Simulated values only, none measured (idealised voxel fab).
Process module in this document: voxel wiring stack
The cross-section on display is named cut; it measures 275 nm wide, and its cells are 5 nm squares.
For the purposes of this document, a cross-section shall be understood as a grid of square cells, specified as bands listed in top-to-bottom order, each band consisting of one or more rows of cells.
Within each band entry, the heights of the top and of the bottom of the band appear first, in that order and in nm; the materials of the band then follow from left to right, each with its corresponding width in nm. The designation "all across" on a single material indicates that it fills the band from edge to edge; the designation "air" indicates empty space.
It should be noted that heights are counted from 0, beneath which the wafer as supplied is of one material throughout, and that the lowest band possesses no lower boundary but continues downward, as written in "z 0 and below".
So if you see something like "30->40" for the width, read it as the top row of the band sitting at the first number and the bottom row at the second, with every row in between moving by the same amount as the last.
"identical to before" for a step: no cell of the cross-section changed in that step.
Enclosed voids (no open way to top), threshold 8 cells or more, entry "Closed internal voids", notation width x height at distance, distance from left edge, nm.
Note: text after step settings on the step line = simulator remark on that step.
Among the settings permitted on a step's line is "overlay nm"; applied to a step with a mask, it specifies the extent to which the mask lay to the right of its planned position, whereas a negative figure signifies a position to the left.
Before/after cross-section pairs, one process step each; after shown to lowest changed band; step and settings beneath. Pairs may be from different runs of this module on the same starting wafer; a pair continues from the one above only where its "Preceding state" entry says so.

PRECEDING STATE
    z 70 to 45 = lowk all across
    z 45 to 40 = SiCN all across
    z 40 to 35 = lowk (40) | TiN (5) | Ru (20) | TiN (5) | lowk (25) | TiN (5) | Ru (20) | TiN (5) | lowk (25) | TiN (5) | Ru (20) | TiN (5) | lowk (25) | TiN (5) | Ru (20) | TiN (5) | lowk (40)
    z 35 to 30 = SiCN (40) | TiN (30) | SiCN (25) | TiN (30) | SiCN (25) | TiN (30) | SiCN (25) | TiN (30) | SiCN (40)
    z 30 to 0 = SiO2 all across
    z 0 and below = Si all across
    Closed internal voids: none

RESULTING STRUCTURE
    z 80 to 70 = aC all across
    Everything below 70 is unchanged.
    Closed internal voids: none
Operation between the pre and post cross-sections above: DIRECTIONAL_DEP [material aC] [thk nm 10]

Preceding state: as shown after the step in the preceding pair, directly above.

RESULTING STRUCTURE
    z 105 to 80 = resist (40) | air (30) | resist (25) | air (30) | resist (25) | air (30) | resist (25) | air (30) | resist (40)
    Everything below 80 is unchanged.
    Closed internal voids: none
Operation between the pre and post cross-sections above: PATTERN [tone open] [mask id METAL_2] [material resist] [width nm 30] [pitch nm 55] [thk nm 25] [overlay nm 0]

Preceding state: as shown after the step in the preceding pair, directly above.

RESULTING STRUCTURE
    z 95 to 80 = resist (40) | air (30) | resist (25) | air (30) | resist (25) | air (30) | resist (25) | air (30) | resist (40)
    z 80 to 70 = aC (40) | air (30) | aC (25) | air (30) | aC (25) | air (30) | aC (25) | air (30) | aC (40)
    Everything below 70 is unchanged.
    Closed internal voids: none
Operation between the pre and post cross-sections above: DIRECTIONAL_ETCH [etch materials aC] [depth nm 10]

Preceding state: as shown after the step in the preceding pair, directly above.

RESULTING STRUCTURE
    z 80 to 70 = aC (40) | air (30) | aC (25) | air (30) | aC (25) | air (30) | aC (25) | air (30) | aC (40)
    Everything below 70 is unchanged.
    Closed internal voids: none
Operation between the pre and post cross-sections above: STRIP [etch materials resist]

Preceding state: as shown after the step in the preceding pair, directly above.

RESULTING STRUCTURE
    z 80 to 70 = aC (40) | air (30) | aC (25) | air (30) | aC (25) | air (30) | aC (25) | air (30) | aC (40)
    z 70 to 55 = lowk (40) | air (30) | lowk (25) | air (30) | lowk (25) | air (30) | lowk (25) | air (30) | lowk (40)
    Everything below 55 is unchanged.
    Closed internal voids: none
Operation between the pre and post cross-sections above: DIRECTIONAL_ETCH [etch materials lowk] [depth nm 15]

Preceding state: as shown after the step in the preceding pair, directly above.

RESULTING STRUCTURE
    z 70 to 55 = lowk (40) | air (30) | lowk (25) | air (30) | lowk (25) | air (30) | lowk (25) | air (30) | lowk (40)
    Everything below 55 is unchanged.
    Closed internal voids: none
Operation between the pre and post cross-sections above: STRIP [etch materials aC]

Preceding state: as shown after the step in the preceding pair, directly above.

RESULTING STRUCTURE
    z 85 to 70 = aC (40) | air (30) | aC (25) | air (30) | aC (25) | air (30) | aC (25) | air (30) | aC (40)
    z 70 to 55 = lowk (40) | aC (30) | lowk (25) | aC (30) | lowk (25) | aC (30) | lowk (25) | aC (30) | lowk (40)
    Everything below 55 is unchanged.
    Closed internal voids: none
Operation between the pre and post cross-sections above: DIRECTIONAL_DEP [material aC] [thk nm 15]

Preceding state: as shown after the step in the preceding pair, directly above.

RESULTING STRUCTURE
    z 115 to 85 = resist (40) | air (15) | resist (40) | air (15) | resist (40) | air (15) | resist (40) | air (15) | resist (55)
    z 85 to 70 = aC (40) | air (15) | resist (15) | aC (25) | air (15) | resist (15) | aC (25) | air (15) | resist (15) | aC (25) | air (15) | resist (15) | aC (40)
    Everything below 70 is unchanged.
    Closed internal voids: none
Operation between the pre and post cross-sections above: PATTERN [tone open] [mask id METAL_2_HOLES] [material resist] [width nm 15] [pitch nm 55] [thk nm 30] [overlay nm 0]

Preceding state: as shown after the step in the preceding pair, directly above.

RESULTING STRUCTURE
    z 100 to 85 = resist (40) | air (15) | resist (40) | air (15) | resist (40) | air (15) | resist (40) | air (15) | resist (55)
    z 85 to 70 = aC (40) | air (15) | resist (15) | aC (25) | air (15) | resist (15) | aC (25) | air (15) | resist (15) | aC (25) | air (15) | resist (15) | aC (40)
    z 70 to 55 = lowk (40) | air (15) | aC (15) | lowk (25) | air (15) | aC (15) | lowk (25) | air (15) | aC (15) | lowk (25) | air (15) | aC (15) | lowk (40)
    Everything below 55 is unchanged.
    Closed internal voids: none
Operation between the pre and post cross-sections above: DIRECTIONAL_ETCH [etch materials aC] [depth nm 15]

Preceding state: as shown after the step in the preceding pair, directly above.

RESULTING STRUCTURE
    z 85 to 70 = aC (40) | air (30) | aC (25) | air (30) | aC (25) | air (30) | aC (25) | air (30) | aC (40)
    Everything below 70 is unchanged.
    Closed internal voids: none
Operation between the pre and post cross-sections above: STRIP [etch materials resist]

Preceding state: as shown after the step in the preceding pair, directly above.

RESULTING STRUCTURE
    z 85 to 70 = aC (40) | air (30) | aC (25) | air (30) | aC (25) | air (30) | aC (25) | air (30) | aC (40)
    z 70 to 55 = lowk (40) | air (15) | aC (15) | lowk (25) | air (15) | aC (15) | lowk (25) | air (15) | aC (15) | lowk (25) | air (15) | aC (15) | lowk (40)
    z 55 to 45 = lowk (40) | air (15) | lowk (40) | air (15) | lowk (40) | air (15) | lowk (40) | air (15) | lowk (55)
    Everything below 45 is unchanged.
    Closed internal voids: none
Operation between the pre and post cross-sections above: DIRECTIONAL_ETCH [etch materials lowk] [depth nm 10]

Preceding state: as shown after the step in the preceding pair, directly above.

RESULTING STRUCTURE
    z 85 to 70 = aC (40) | air (30) | aC (25) | air (30) | aC (25) | air (30) | aC (25) | air (30) | aC (40)
    z 70 to 55 = lowk (40) | air (15) | aC (15) | lowk (25) | air (15) | aC (15) | lowk (25) | air (15) | aC (15) | lowk (25) | air (15) | aC (15) | lowk (40)
    z 55 to 45 = lowk (40) | air (15) | lowk (40) | air (15) | lowk (40) | air (15) | lowk (40) | air (15) | lowk (55)
    z 45 to 40 = SiCN (40) | air (15) | SiCN (40) | air (15) | SiCN (40) | air (15) | SiCN (40) | air (15) | SiCN (55)
    Everything below 40 is unchanged.
    Closed internal voids: none
Operation between the pre and post cross-sections above: DIRECTIONAL_ETCH [etch materials SiCN] [depth nm 5]

Preceding state: as shown after the step in the preceding pair, directly above.

RESULTING STRUCTURE
    z 70 to 55 = lowk (40) | air (30) | lowk (25) | air (30) | lowk (25) | air (30) | lowk (25) | air (30) | lowk (40)
    Everything below 55 is unchanged.
    Closed internal voids: none
Operation between the pre and post cross-sections above: STRIP [etch materials aC]

Preceding state: as shown after the step in the preceding pair, directly above.

RESULTING STRUCTURE
    z 75 to 70 = TiN (45) | air (20) | TiN (35) | air (20) | TiN (35) | air (20) | TiN (35) | air (20) | TiN (45)
    z 70 to 60 = lowk (40) | TiN (5) | air (20) | TiN (5) | lowk (25) | TiN (5) | air (20) | TiN (5) | lowk (25) | TiN (5) | air (20) | TiN (5) | lowk (25) | TiN (5) | air (20) | TiN (5) | lowk (40)
    z 60 to 55 = lowk (40) | TiN (5) | air (5) | TiN (20) | lowk (25) | TiN (5) | air (5) | TiN (20) | lowk (25) | TiN (5) | air (5) | TiN (20) | lowk (25) | TiN (5) | air (5) | TiN (20) | lowk (40)
    z 55 to 45 = lowk (40) | TiN (5) | air (5) | TiN (5) | lowk (40) | TiN (5) | air (5) | TiN (5) | lowk (40) | TiN (5) | air (5) | TiN (5) | lowk (40) | TiN (5) | air (5) | TiN (5) | lowk (55)
    z 45 to 40 = SiCN (40) | TiN (15) | SiCN (40) | TiN (15) | SiCN (40) | TiN (15) | SiCN (40) | TiN (15) | SiCN (55)
    Everything below 40 is unchanged.
    Closed internal voids: none
Operation between the pre and post cross-sections above: CONFORMAL_DEP [material TiN] [thk nm 5]

Preceding state: as shown after the step in the preceding pair, directly above.

RESULTING STRUCTURE
    z 85 to 75 = Cu all across
    z 75 to 70 = TiN (45) | Cu (20) | TiN (35) | Cu (20) | TiN (35) | Cu (20) | TiN (35) | Cu (20) | TiN (45)
    z 70 to 60 = lowk (40) | TiN (5) | Cu (20) | TiN (5) | lowk (25) | TiN (5) | Cu (20) | TiN (5) | lowk (25) | TiN (5) | Cu (20) | TiN (5) | lowk (25) | TiN (5) | Cu (20) | TiN (5) | lowk (40)
    z 60 to 55 = lowk (40) | TiN (5) | Cu (5) | TiN (20) | lowk (25) | TiN (5) | Cu (5) | TiN (20) | lowk (25) | TiN (5) | Cu (5) | TiN (20) | lowk (25) | TiN (5) | Cu (5) | TiN (20) | lowk (40)
    z 55 to 45 = lowk (40) | TiN (5) | Cu (5) | TiN (5) | lowk (40) | TiN (5) | Cu (5) | TiN (5) | lowk (40) | TiN (5) | Cu (5) | TiN (5) | lowk (40) | TiN (5) | Cu (5) | TiN (5) | lowk (55)
    Everything below 45 is unchanged.
    Closed internal voids: none
Operation between the pre and post cross-sections above: FILL_DEP [material Cu] [thk nm 10]

Preceding state: as shown after the step in the preceding pair, directly above.

RESULTING STRUCTURE
    z 70 to 60 = lowk (40) | TiN (5) | Cu (20) | TiN (5) | lowk (25) | TiN (5) | Cu (20) | TiN (5) | lowk (25) | TiN (5) | Cu (20) | TiN (5) | lowk (25) | TiN (5) | Cu (20) | TiN (5) | lowk (40)
    Everything below 60 is unchanged.
    Closed internal voids: none
Operation between the pre and post cross-sections above: CMP [height nm 70]

Preceding state: as shown after the step in the preceding pair, directly above.

RESULTING STRUCTURE
    z 75 to 70 = SiCN all across
    Everything below 70 is unchanged.
    Closed internal voids: none
Operation between the pre and post cross-sections above: CONFORMAL_DEP [material SiCN] [thk nm 5]

PRECEDING STATE
    z 35 to 15 = lowk all across
    z 15 to 0 = SiO2 all across
    z 0 and below = Si all across
    Closed internal voids: none

RESULTING STRUCTURE
    z 40 to 35 = SiCN all across
    Everything below 35 is unchanged.
    Closed internal voids: none
Operation between the pre and post cross-sections above: CONFORMAL_DEP [material SiCN] [thk nm 5]

Preceding state: as shown after the step in the preceding pair, directly above.

RESULTING STRUCTURE
    z 40 to 35 = SiCN (40) | air (30) | SiCN (25) | air (30) | SiCN (25) | air (30) | SiCN (25) | air (30) | SiCN (40)
    Everything below 35 is unchanged.
    Closed internal voids: none
Operation between the pre and post cross-sections above: MASKED_ETCH [tone open] [mask id METAL_1] [width nm 30] [pitch nm 55] [etch materials SiCN] [depth nm 5] [overlay nm 0]

Preceding state: as shown after the step in the preceding pair, directly above.

RESULTING STRUCTURE
    z 45 to 40 = TiN (45) | air (20) | TiN (35) | air (20) | TiN (35) | air (20) | TiN (35) | air (20) | TiN (45)
    z 40 to 35 = SiCN (40) | TiN (30) | SiCN (25) | TiN (30) | SiCN (25) | TiN (30) | SiCN (25) | TiN (30) | SiCN (40)
    Everything below 35 is unchanged.
    Closed internal voids: none
Operation between the pre and post cross-sections above: CONFORMAL_DEP [material TiN] [thk nm 5]

Preceding state: as shown after the step in the preceding pair, directly above.

RESULTING STRUCTURE
    z 50 to 45 = Ru all across
    z 45 to 40 = TiN (45) | Ru (20) | TiN (35) | Ru (20) | TiN (35) | Ru (20) | TiN (35) | Ru (20) | TiN (45)
    Everything below 40 is unchanged.
    Closed internal voids: none
Operation between the pre and post cross-sections above: FILL_DEP [material Ru] [thk nm 5]

Preceding state: as shown after the step in the preceding pair, directly above.

RESULTING STRUCTURE
    z 40 to 35 = SiCN (40) | TiN (30) | SiCN (25) | TiN (30) | SiCN (25) | TiN (30) | SiCN (25) | TiN (30) | SiCN (40)
    Everything below 35 is unchanged.
    Closed internal voids: none
Operation between the pre and post cross-sections above: CMP [height nm 40]

Preceding state: as shown after the step in the preceding pair, directly above.

RESULTING STRUCTURE
    z 45 to 40 = SiCN all across
    Everything below 40 is unchanged.
    Closed internal voids: none
Operation between the pre and post cross-sections above: CONFORMAL_DEP [material SiCN] [thk nm 5]

Preceding state: as shown after the step in the preceding pair, directly above.

RESULTING STRUCTURE
    z 70 to 45 = lowk all across
    Everything below 45 is unchanged.
    Closed internal voids: none
Operation between the pre and post cross-sections above: DIRECTIONAL_DEP [material lowk] [thk nm 25]

Preceding state: as shown after the step in the preceding pair, directly above.

RESULTING STRUCTURE
    z 80 to 70 = aC all across
    Everything below 70 is unchanged.
    Closed internal voids: none
Operation between the pre and post cross-sections above: DIRECTIONAL_DEP [material aC] [thk nm 10]

Preceding state: as shown after the step in the preceding pair, directly above.

RESULTING STRUCTURE
    z 105 to 80 = resist (40) | air (30) | resist (25) | air (30) | resist (25) | air (30) | resist (25) | air (30) | resist (40)
    Everything below 80 is unchanged.
    Closed internal voids: none
Operation between the pre and post cross-sections above: PATTERN [tone open] [mask id METAL_2] [material resist] [width nm 30] [pitch nm 55] [thk nm 25] [overlay nm 0]

Preceding state: as shown after the step in the preceding pair, directly above.

RESULTING STRUCTURE
    z 95 to 80 = resist (40) | air (30) | resist (25) | air (30) | resist (25) | air (30) | resist (25) | air (30) | resist (40)
    z 80 to 70 = aC (40) | air (30) | aC (25) | air (30) | aC (25) | air (30) | aC (25) | air (30) | aC (40)
    Everything below 70 is unchanged.
    Closed internal voids: none
Operation between the pre and post cross-sections above: DIRECTIONAL_ETCH [etch materials aC] [depth nm 10]

Preceding state: as shown after the step in the preceding pair, directly above.

RESULTING STRUCTURE
    z 80 to 70 = aC (40) | air (30) | aC (25) | air (30) | aC (25) | air (30) | aC (25) | air (30) | aC (40)
    Everything below 70 is unchanged.
    Closed internal voids: none
Operation between the pre and post cross-sections above: STRIP [etch materials resist]

Preceding state: as shown after the step in the preceding pair, directly above.

RESULTING STRUCTURE
    z 80 to 70 = aC (40) | air (30) | aC (25) | air (30) | aC (25) | air (30) | aC (25) | air (30) | aC (40)
    z 70 to 55 = lowk (40) | air (30) | lowk (25) | air (30) | lowk (25) | air (30) | lowk (25) | air (30) | lowk (40)
    Everything below 55 is unchanged.
    Closed internal voids: none
Operation between the pre and post cross-sections above: DIRECTIONAL_ETCH [etch materials lowk] [depth nm 15]

Preceding state: as shown after the step in the preceding pair, directly above.

RESULTING STRUCTURE
    z 70 to 55 = lowk (40) | air (30) | lowk (25) | air (30) | lowk (25) | air (30) | lowk (25) | air (30) | lowk (40)
    Everything below 55 is unchanged.
    Closed internal voids: none
Operation between the pre and post cross-sections above: STRIP [etch materials aC]

Preceding state: as shown after the step in the preceding pair, directly above.

RESULTING STRUCTURE
    z 85 to 70 = aC (40) | air (30) | aC (25) | air (30) | aC (25) | air (30) | aC (25) | air (30) | aC (40)
    z 70 to 55 = lowk (40) | aC (30) | lowk (25) | aC (30) | lowk (25) | aC (30) | lowk (25) | aC (30) | lowk (40)
    Everything below 55 is unchanged.
    Closed internal voids: none
Operation between the pre and post cross-sections above: DIRECTIONAL_DEP [material aC] [thk nm 15]

Preceding state: as shown after the step in the preceding pair, directly above.

RESULTING STRUCTURE
    z 115 to 85 = resist (40) | air (15) | resist (40) | air (15) | resist (40) | air (15) | resist (40) | air (15) | resist (55)
    z 85 to 70 = aC (40) | air (15) | resist (15) | aC (25) | air (15) | resist (15) | aC (25) | air (15) | resist (15) | aC (25) | air (15) | resist (15) | aC (40)
    Everything below 70 is unchanged.
    Closed internal voids: none
Operation between the pre and post cross-sections above: PATTERN [tone open] [mask id METAL_2_HOLES] [material resist] [width nm 15] [pitch nm 55] [thk nm 30] [overlay nm 0]

Preceding state: as shown after the step in the preceding pair, directly above.

RESULTING STRUCTURE
    z 100 to 85 = resist (40) | air (15) | resist (40) | air (15) | resist (40) | air (15) | resist (40) | air (15) | resist (55)
    z 85 to 70 = aC (40) | air (15) | resist (15) | aC (25) | air (15) | resist (15) | aC (25) | air (15) | resist (15) | aC (25) | air (15) | resist (15) | aC (40)
    z 70 to 55 = lowk (40) | air (15) | aC (15) | lowk (25) | air (15) | aC (15) | lowk (25) | air (15) | aC (15) | lowk (25) | air (15) | aC (15) | lowk (40)
    Everything below 55 is unchanged.
    Closed internal voids: none
Operation between the pre and post cross-sections above: DIRECTIONAL_ETCH [etch materials aC] [depth nm 15]

Preceding state: as shown after the step in the preceding pair, directly above.

RESULTING STRUCTURE
    z 85 to 70 = aC (40) | air (30) | aC (25) | air (30) | aC (25) | air (30) | aC (25) | air (30) | aC (40)
    Everything below 70 is unchanged.
    Closed internal voids: none
Operation between the pre and post cross-sections above: STRIP [etch materials resist]

Preceding state: as shown after the step in the preceding pair, directly above.

RESULTING STRUCTURE
    z 85 to 70 = aC (40) | air (30) | aC (25) | air (30) | aC (25) | air (30) | aC (25) | air (30) | aC (40)
    z 70 to 55 = lowk (40) | air (15) | aC (15) | lowk (25) | air (15) | aC (15) | lowk (25) | air (15) | aC (15) | lowk (25) | air (15) | aC (15) | lowk (40)
    z 55 to 45 = lowk (40) | air (15) | lowk (40) | air (15) | lowk (40) | air (15) | lowk (40) | air (15) | lowk (55)
    Everything below 45 is unchanged.
    Closed internal voids: none
Operation between the pre and post cross-sections above: DIRECTIONAL_ETCH [etch materials lowk] [depth nm 10]

Preceding state: as shown after the step in the preceding pair, directly above.

RESULTING STRUCTURE
    z 85 to 70 = aC (40) | air (30) | aC (25) | air (30) | aC (25) | air (30) | aC (25) | air (30) | aC (40)
    z 70 to 55 = lowk (40) | air (15) | aC (15) | lowk (25) | air (15) | aC (15) | lowk (25) | air (15) | aC (15) | lowk (25) | air (15) | aC (15) | lowk (40)
    z 55 to 45 = lowk (40) | air (15) | lowk (40) | air (15) | lowk (40) | air (15) | lowk (40) | air (15) | lowk (55)
    z 45 to 40 = SiCN (40) | air (15) | SiCN (40) | air (15) | SiCN (40) | air (15) | SiCN (40) | air (15) | SiCN (55)
    Everything below 40 is unchanged.
    Closed internal voids: none
Operation between the pre and post cross-sections above: DIRECTIONAL_ETCH [etch materials SiCN] [depth nm 5]

Preceding state: as shown after the step in the preceding pair, directly above.

RESULTING STRUCTURE
    z 70 to 55 = lowk (40) | air (30) | lowk (25) | air (30) | lowk (25) | air (30) | lowk (25) | air (30) | lowk (40)
    Everything below 55 is unchanged.
    Closed internal voids: none
Operation between the pre and post cross-sections above: STRIP [etch materials aC]

Preceding state: as shown after the step in the preceding pair, directly above.

RESULTING STRUCTURE
    z 75 to 70 = TiN (45) | air (20) | TiN (35) | air (20) | TiN (35) | air (20) | TiN (35) | air (20) | TiN (45)
    z 70 to 60 = lowk (40) | TiN (5) | air (20) | TiN (5) | lowk (25) | TiN (5) | air (20) | TiN (5) | lowk (25) | TiN (5) | air (20) | TiN (5) | lowk (25) | TiN (5) | air (20) | TiN (5) | lowk (40)
    z 60 to 55 = lowk (40) | TiN (5) | air (5) | TiN (20) | lowk (25) | TiN (5) | air (5) | TiN (20) | lowk (25) | TiN (5) | air (5) | TiN (20) | lowk (25) | TiN (5) | air (5) | TiN (20) | lowk (40)
    z 55 to 45 = lowk (40) | TiN (5) | air (5) | TiN (5) | lowk (40) | TiN (5) | air (5) | TiN (5) | lowk (40) | TiN (5) | air (5) | TiN (5) | lowk (40) | TiN (5) | air (5) | TiN (5) | lowk (55)
    z 45 to 35 = SiCN (40) | TiN (15->30) | SiCN (40->25) | TiN (15->30) | SiCN (40->25) | TiN (15->30) | SiCN (40->25) | TiN (15->30) | SiCN (55->40)
    Everything below 35 is unchanged.
    Closed internal voids: none
Operation between the pre and post cross-sections above: CONFORMAL_DEP [material TiN] [thk nm 5]

Preceding state: as shown after the step in the preceding pair, directly above.

RESULTING STRUCTURE
    z 85 to 75 = Cu all across
    z 75 to 70 = TiN (45) | Cu (20) | TiN (35) | Cu (20) | TiN (35) | Cu (20) | TiN (35) | Cu (20) | TiN (45)
    z 70 to 60 = lowk (40) | TiN (5) | Cu (20) | TiN (5) | lowk (25) | TiN (5) | Cu (20) | TiN (5) | lowk (25) | TiN (5) | Cu (20) | TiN (5) | lowk (25) | TiN (5) | Cu (20) | TiN (5) | lowk (40)
    z 60 to 55 = lowk (40) | TiN (5) | Cu (5) | TiN (20) | lowk (25) | TiN (5) | Cu (5) | TiN (20) | lowk (25) | TiN (5) | Cu (5) | TiN (20) | lowk (25) | TiN (5) | Cu (5) | TiN (20) | lowk (40)
    z 55 to 45 = lowk (40) | TiN (5) | Cu (5) | TiN (5) | lowk (40) | TiN (5) | Cu (5) | TiN (5) | lowk (40) | TiN (5) | Cu (5) | TiN (5) | lowk (40) | TiN (5) | Cu (5) | TiN (5) | lowk (55)
    Everything below 45 is unchanged.
    Closed internal voids: none
Operation between the pre and post cross-sections above: FILL_DEP [material Cu] [thk nm 10]

Preceding state: as shown after the step in the preceding pair, directly above.

RESULTING STRUCTURE
    z 70 to 60 = lowk (40) | TiN (5) | Cu (20) | TiN (5) | lowk (25) | TiN (5) | Cu (20) | TiN (5) | lowk (25) | TiN (5) | Cu (20) | TiN (5) | lowk (25) | TiN (5) | Cu (20) | TiN (5) | lowk (40)
    Everything below 60 is unchanged.
    Closed internal voids: none
Operation between the pre and post cross-sections above: CMP [height nm 70]

Preceding state: as shown after the step in the preceding pair, directly above.

RESULTING STRUCTURE
    z 75 to 70 = SiCN all across
    Everything below 70 is unchanged.
    Closed internal voids: none
Operation between the pre and post cross-sections above: CONFORMAL_DEP [material SiCN] [thk nm 5]

PRECEDING STATE
    z 40 to 20 = lowk (40) | TiN (5) | Ru (20) | TiN (5) | lowk (25) | TiN (5) | Ru (20) | TiN (5) | lowk (25) | TiN (5) | Ru (20) | TiN (5) | lowk (25) | TiN (5) | Ru (20) | TiN (5) | lowk (40)
    z 20 to 15 = SiCN (40) | TiN (30) | SiCN (25) | TiN (30) | SiCN (25) | TiN (30) | SiCN (25) | TiN (30) | SiCN (40)
    z 15 to 0 = SiO2 all across
    z 0 and below = Si all across
    Closed internal voids: none

RESULTING STRUCTURE
    z 55 to 40 = SiCN all across
    Everything below 40 is unchanged.
    Closed internal voids: none
Operation between the pre and post cross-sections above: CONFORMAL_DEP [material SiCN] [thk nm 15]

Preceding state: as shown after the step in the preceding pair, directly above.

RESULTING STRUCTURE
    z 80 to 55 = lowk all across
    Everything below 55 is unchanged.
    Closed internal voids: none
Operation between the pre and post cross-sections above: DIRECTIONAL_DEP [material lowk] [thk nm 25]

Preceding state: as shown after the step in the preceding pair, directly above.

RESULTING STRUCTURE
    z 90 to 80 = aC all across
    Everything below 80 is unchanged.
    Closed internal voids: none
Operation between the pre and post cross-sections above: DIRECTIONAL_DEP [material aC] [thk nm 10]

Preceding state: as shown after the step in the preceding pair, directly above.

RESULTING STRUCTURE
    z 115 to 90 = resist (40) | air (30) | resist (25) | air (30) | resist (25) | air (30) | resist (25) | air (30) | resist (40)
    Everything below 90 is unchanged.
    Closed internal voids: none
Operation between the pre and post cross-sections above: PATTERN [tone open] [mask id METAL_2] [material resist] [width nm 30] [pitch nm 55] [thk nm 25] [overlay nm 0]

Preceding state: as shown after the step in the preceding pair, directly above.

RESULTING STRUCTURE
    z 105 to 90 = resist (40) | air (30) | resist (25) | air (30) | resist (25) | air (30) | resist (25) | air (30) | resist (40)
    z 90 to 80 = aC (40) | air (30) | aC (25) | air (30) | aC (25) | air (30) | aC (25) | air (30) | aC (40)
    Everything below 80 is unchanged.
    Closed internal voids: none
Operation between the pre and post cross-sections above: DIRECTIONAL_ETCH [etch materials aC] [depth nm 10]

Preceding state: as shown after the step in the preceding pair, directly above.

RESULTING STRUCTURE
    z 90 to 80 = aC (40) | air (30) | aC (25) | air (30) | aC (25) | air (30) | aC (25) | air (30) | aC (40)
    Everything below 80 is unchanged.
    Closed internal voids: none
Operation between the pre and post cross-sections above: STRIP [etch materials resist]

Preceding state: as shown after the step in the preceding pair, directly above.

RESULTING STRUCTURE
    z 90 to 80 = aC (40) | air (30) | aC (25) | air (30) | aC (25) | air (30) | aC (25) | air (30) | aC (40)
    z 80 to 65 = lowk (40) | air (30) | lowk (25) | air (30) | lowk (25) | air (30) | lowk (25) | air (30) | lowk (40)
    Everything below 65 is unchanged.
    Closed internal voids: none
Operation between the pre and post cross-sections above: DIRECTIONAL_ETCH [etch materials lowk] [depth nm 15]

Preceding state: as shown after the step in the preceding pair, directly above.

RESULTING STRUCTURE
    z 80 to 65 = lowk (40) | air (30) | lowk (25) | air (30) | lowk (25) | air (30) | lowk (25) | air (30) | lowk (40)
    Everything below 65 is unchanged.
    Closed internal voids: none
Operation between the pre and post cross-sections above: STRIP [etch materials aC]

Preceding state: as shown after the step in the preceding pair, directly above.

RESULTING STRUCTURE
    z 95 to 80 = aC (40) | air (30) | aC (25) | air (30) | aC (25) | air (30) | aC (25) | air (30) | aC (40)
    z 80 to 65 = lowk (40) | aC (30) | lowk (25) | aC (30) | lowk (25) | aC (30) | lowk (25) | aC (30) | lowk (40)
    Everything below 65 is unchanged.
    Closed internal voids: none
Operation between the pre and post cross-sections above: DIRECTIONAL_DEP [material aC] [thk nm 15]

Preceding state: as shown after the step in the preceding pair, directly above.

RESULTING STRUCTURE
    z 125 to 95 = resist (40) | air (15) | resist (40) | air (15) | resist (40) | air (15) | resist (40) | air (15) | resist (55)
    z 95 to 80 = aC (40) | air (15) | resist (15) | aC (25) | air (15) | resist (15) | aC (25) | air (15) | resist (15) | aC (25) | air (15) | resist (15) | aC (40)
    Everything below 80 is unchanged.
    Closed internal voids: none
Operation between the pre and post cross-sections above: PATTERN [tone open] [mask id METAL_2_HOLES] [material resist] [width nm 15] [pitch nm 55] [thk nm 30] [overlay nm 0]

Preceding state: as shown after the step in the preceding pair, directly above.

RESULTING STRUCTURE
    z 110 to 95 = resist (40) | air (15) | resist (40) | air (15) | resist (40) | air (15) | resist (40) | air (15) | resist (55)
    z 95 to 80 = aC (40) | air (15) | resist (15) | aC (25) | air (15) | resist (15) | aC (25) | air (15) | resist (15) | aC (25) | air (15) | resist (15) | aC (40)
    z 80 to 65 = lowk (40) | air (15) | aC (15) | lowk (25) | air (15) | aC (15) | lowk (25) | air (15) | aC (15) | lowk (25) | air (15) | aC (15) | lowk (40)
    Everything below 65 is unchanged.
    Closed internal voids: none
Operation between the pre and post cross-sections above: DIRECTIONAL_ETCH [etch materials aC] [depth nm 15]

Preceding state: as shown after the step in the preceding pair, directly above.

RESULTING STRUCTURE
    z 95 to 80 = aC (40) | air (30) | aC (25) | air (30) | aC (25) | air (30) | aC (25) | air (30) | aC (40)
    Everything below 80 is unchanged.
    Closed internal voids: none
Operation between the pre and post cross-sections above: STRIP [etch materials resist]

Preceding state: as shown after the step in the preceding pair, directly above.

RESULTING STRUCTURE
    z 95 to 80 = aC (40) | air (30) | aC (25) | air (30) | aC (25) | air (30) | aC (25) | air (30) | aC (40)
    z 80 to 65 = lowk (40) | air (15) | aC (15) | lowk (25) | air (15) | aC (15) | lowk (25) | air (15) | aC (15) | lowk (25) | air (15) | aC (15) | lowk (40)
    z 65 to 55 = lowk (40) | air (15) | lowk (40) | air (15) | lowk (40) | air (15) | lowk (40) | air (15) | lowk (55)
    Everything below 55 is unchanged.
    Closed internal voids: none
Operation between the pre and post cross-sections above: DIRECTIONAL_ETCH [etch materials lowk] [depth nm 10]

Preceding state: as shown after the step in the preceding pair, directly above.

RESULTING STRUCTURE
    z 95 to 80 = aC (40) | air (30) | aC (25) | air (30) | aC (25) | air (30) | aC (25) | air (30) | aC (40)
    z 80 to 65 = lowk (40) | air (15) | aC (15) | lowk (25) | air (15) | aC (15) | lowk (25) | air (15) | aC (15) | lowk (25) | air (15) | aC (15) | lowk (40)
    z 65 to 55 = lowk (40) | air (15) | lowk (40) | air (15) | lowk (40) | air (15) | lowk (40) | air (15) | lowk (55)
    z 55 to 50 = SiCN (40) | air (15) | SiCN (40) | air (15) | SiCN (40) | air (15) | SiCN (40) | air (15) | SiCN (55)
    Everything below 50 is unchanged.
    Closed internal voids: none
Operation between the pre and post cross-sections above: DIRECTIONAL_ETCH [etch materials SiCN] [depth nm 5]

Preceding state: as shown after the step in the preceding pair, directly above.

RESULTING STRUCTURE
    z 80 to 65 = lowk (40) | air (30) | lowk (25) | air (30) | lowk (25) | air (30) | lowk (25) | air (30) | lowk (40)
    Everything below 65 is unchanged.
    Closed internal voids: none
Operation between the pre and post cross-sections above: STRIP [etch materials aC]
